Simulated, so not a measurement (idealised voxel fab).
Process module under the name voxel transistor to metal
Each square cell in cross-section cut measures 5 nm, and the section as a whole is 145 nm wide.
Cross-section format: a grid of square cells, given as bands from top to bottom; each band is one or more rows of cells.
Look at the band entry: it leads with the top's height and the bottom's height in nm. Then it lists the materials left to right, with a width in nm for each. The word "full width" on a single material says that material fills the band edge to edge. The word "blank" is empty space.
We count height from 0. Below that, the starting wafer is all one material. The lowest band never ends at the bottom but goes on down; see "0 down" for how that is written.
Think of "30..40" as a width that walks from the first number to the second as you go down the band, top row to bottom row, taking equal-sized steps from row to row.
Step note "changes: none" = no cross-section cell changed.
Look at "Cavities, closed" for the closed voids: empty spaces with no open path to the top, sized 8 cells or up. Each is width x height at distance, distance from the left edge, all nm.
Formally, on a step line, whatever follows the settings is a remark that the simulator itself makes on the step.
The line of a step may include "overlay nm". On a step with a mask, this value is how far to the right of its planned place the mask lay. A negative value means the mask lay to the left.

The steps planned for the process are as follows
1. RECEIVE, material Si
2. CONFORMAL_DEP, material SiO2, thk nm 5
3. CONFORMAL_DEP, material SiN, thk nm 15
4. MASKED_ETCH, tone cover, mask id ACTIVE, width nm 105, etch materials SiN, depth nm 15, overlay nm 0
5. MASKED_ETCH, tone cover, mask id ACTIVE, width nm 105, etch materials SiO2, depth nm 5, overlay nm 0
6. MASKED_ETCH, tone cover, mask id ACTIVE, width nm 105, etch materials Si, depth nm 30, overlay nm 0
7. FILL_DEP, material SiO2, thk nm 15
8. CMP, height nm 20
9. SELECTIVE_ETCH, etch materials SiO2, depth nm 10
10. STRIP, etch materials SiN
11. SELECTIVE_ETCH, etch materials SiO2, depth nm 5
12. OXIDIZE, depth nm 5
13. DIRECTIONAL_DEP, material polySi, thk nm 20
14. DIRECTIONAL_DEP, material SiCN, thk nm 10
15. MASKED_ETCH, tone cover, mask id GATE, width nm 15, etch materials SiCN, depth nm 20, overlay nm 0
16. MASKED_ETCH, tone cover, mask id GATE, width nm 15, etch materials polySi, depth nm 30, overlay nm 0
17. CONFORMAL_DEP, material SiO2, thk nm 5
18. DIRECTIONAL_ETCH, etch materials SiO2, depth nm 5
19. CONFORMAL_DEP, material SiN, thk nm 5
20. DIRECTIONAL_ETCH, etch materials SiN, depth nm 5
21. DIRECTIONAL_ETCH, etch materials SiO2, depth nm 5
22. DIRECTIONAL_ETCH, etch materials Si, depth nm 10
23. EPI, material SiGe, thk nm 15
24. FILL_DEP, material SiO2, thk nm 10
25. CMP, height nm 30
26. DIRECTIONAL_DEP, material SiO2, thk nm 15
27. MASKED_ETCH, tone open, mask id CONTACT, width nm 30, pitch nm 55, etch materials SiO2, depth nm 35, overlay nm 0
28. CONFORMAL_DEP, material TiN, thk nm 5
29. FILL_DEP, material W, thk nm 5
30. CMP, height nm 45
31. CONFORMAL_DEP, material SiN, thk nm 5
32. DIRECTIONAL_DEP, material SiO2, thk nm 20
33. DIRECTIONAL_DEP, material aC, thk nm 10
34. PATTERN, tone open, mask id METAL_1, material resist, width nm 15, pitch nm 70, thk nm 30, overlay nm 0
35. DIRECTIONAL_ETCH, etch materials aC, depth nm 10
36. STRIP, etch materials resist
37. DIRECTIONAL_ETCH, etch materials SiO2, depth nm 20
38. DIRECTIONAL_ETCH, etch materials SiN, depth nm 5
39. STRIP, etch materials aC
40. CONFORMAL_DEP, material TiN, thk nm 5
41. FILL_DEP, material W, thk nm 10
42. CMP, height nm 70
43. CONFORMAL_DEP, material SiCN, thk nm 5
44. DIRECTIONAL_DEP, material lowk, thk nm 35
45. MASKED_ETCH, tone open, mask id METAL_2, width nm 15, pitch nm 70, etch materials lowk, depth nm 20, overlay nm 0
46. DIRECTIONAL_DEP, material aC, thk nm 15
47. PATTERN, tone open, mask id METAL_2_HOLES, material resist, width nm 15, pitch nm 70, thk nm 30, overlay nm 0
48. DIRECTIONAL_ETCH, etch materials aC, depth nm 15
49. STRIP, etch materials resist
50. DIRECTIONAL_ETCH, etch materials lowk, depth nm 15
51. DIRECTIONAL_ETCH, etch materials SiCN, depth nm 5
52. STRIP, etch materials aC
53. CONFORMAL_DEP, material TiN, thk nm 5
54. FILL_DEP, material Ru, thk nm 10
55. CMP, height nm 110
56. CONFORMAL_DEP, material SiN, thk nm 5

The cross-section here shows the wafer as received, i.e. in its state after step 1
  0 down = Si full width
  Cavities, closed: none

First of two wafers: cross-section at end of module, run per plan
  115 to 110 = SiN full width
  110 to 75 = lowk (30), then TiN (5), then Ru (5), then TiN (5), then lowk (55), then TiN (5), then Ru (5), then TiN (5), then lowk (30)
  75 to 70 = SiCN (30), then TiN (15), then SiCN (55), then TiN (15), then SiCN (30)
  70 to 50 = SiO2 (30), then TiN (5), then W (5), then TiN (5), then SiO2 (55), then TiN (5), then W (5), then TiN (5), then SiO2 (30)
  50 to 45 = SiN (30), then TiN (15), then SiN (55), then TiN (15), then SiN (30)
  45 to 35 = SiO2 (30), then TiN (5), then W (20), then TiN (5), then SiO2 (25), then TiN (5), then W (20), then TiN (5), then SiO2 (30)
  35 to 30 = SiO2 (30), then TiN (5), then W (15), then TiN (10), then SiO2 (25), then TiN (10), then W (15), then TiN (5), then SiO2 (30)
  30 to 20 = SiO2 (30), then TiN (5), then W (15), then TiN (5), then SiN (5), then SiO2 (5), then SiCN (15), then SiO2 (5), then SiN (5), then TiN (5), then W (15), then TiN (5), then SiO2 (30)
  20 to 15 = SiO2 (30), then TiN (5), then W (15), then TiN (5), then SiN (5), then SiO2 (5), then polySi (15), then SiO2 (5), then SiN (5), then TiN (5), then W (15), then TiN (5), then SiO2 (30)
  15 to 10 = SiO2 (30), then TiN (25), then SiN (5), then SiO2 (5), then polySi (15), then SiO2 (5), then SiN (5), then TiN (25), then SiO2 (30)
  10 to 5 = SiO2 (20), then SiGe (35), then SiN (5), then SiO2 (5), then polySi (15), then SiO2 (5), then SiN (5), then SiGe (35), then SiO2 (20)
  5 to 0 = SiO2 (20), then SiN (5), then SiGe (30), then SiN (5), then SiO2 (5), then polySi (15), then SiO2 (5), then SiN (5), then SiGe (30), then SiN (5), then SiO2 (20)
  0 to -5 = SiO2 (25), then SiGe (30), then SiO2 (35), then SiGe (30), then SiO2 (25)
  -5 to -15 = SiO2 (20), then Si (5), then SiGe (30), then Si (35), then SiGe (30), then Si (5), then SiO2 (20)
  -15 to -30 = SiO2 (20), then Si (105), then SiO2 (20)
  -30 down = Si full width
  Cavities, closed: none

Cross-sectional view: second of two wafers, end of module; start and plan identical to the first, one mistake in running
  115 to 110 = SiN full width
  110 to 75 = lowk (30), then TiN (5), then Ru (5), then TiN (5), then lowk (55), then TiN (5), then Ru (5), then TiN (5), then lowk (30)
  75 to 70 = SiCN (30), then TiN (15), then SiCN (55), then TiN (15), then SiCN (30)
  70 to 50 = SiO2 (30), then TiN (5), then W (5), then TiN (5), then SiO2 (55), then TiN (5), then W (5), then TiN (5), then SiO2 (30)
  50 to 45 = SiN (30), then TiN (15), then SiN (55), then TiN (15), then SiN (30)
  45 to 30 = SiO2 (30), then TiN (5), then W (20), then TiN (5), then SiO2 (25), then TiN (5), then W (20), then TiN (5), then SiO2 (30)
  30 to 20 = SiO2 (30), then TiN (5), then W (20), then TiN (5), then SiO2 (5), then SiCN (15), then SiO2 (5), then TiN (5), then W (20), then TiN (5), then SiO2 (30)
  20 to 15 = SiO2 (30), then TiN (5), then W (20), then TiN (5), then SiO2 (5), then polySi (15), then SiO2 (5), then TiN (5), then W (20), then TiN (5), then SiO2 (30)
  15 to 10 = SiO2 (30), then TiN (30), then SiO2 (5), then polySi (15), then SiO2 (5), then TiN (30), then SiO2 (30)
  10 to 0 = SiO2 (45), then SiGe (15), then SiO2 (5), then polySi (15), then SiO2 (5), then SiGe (15), then SiO2 (45)
  0 to -5 = SiO2 (20), then SiGe (40), then SiO2 (25), then SiGe (40), then SiO2 (20)
  -5 to -15 = SiO2 (20), then SiGe (40), then Si (25), then SiGe (40), then SiO2 (20)
  -15 to -30 = SiO2 (20), then Si (105), then SiO2 (20)
  -30 down = Si full width
  Cavities, closed: none
Misprocessing identified: plan step 19: skipped, not run
Looking at both finished wafers in cells, the second ends up ahead of or behind the first on some materials: 8 fewer of Si; 2 fewer of SiGe; 14 fewer of SiN; 16 more of SiO2; 8 more of W
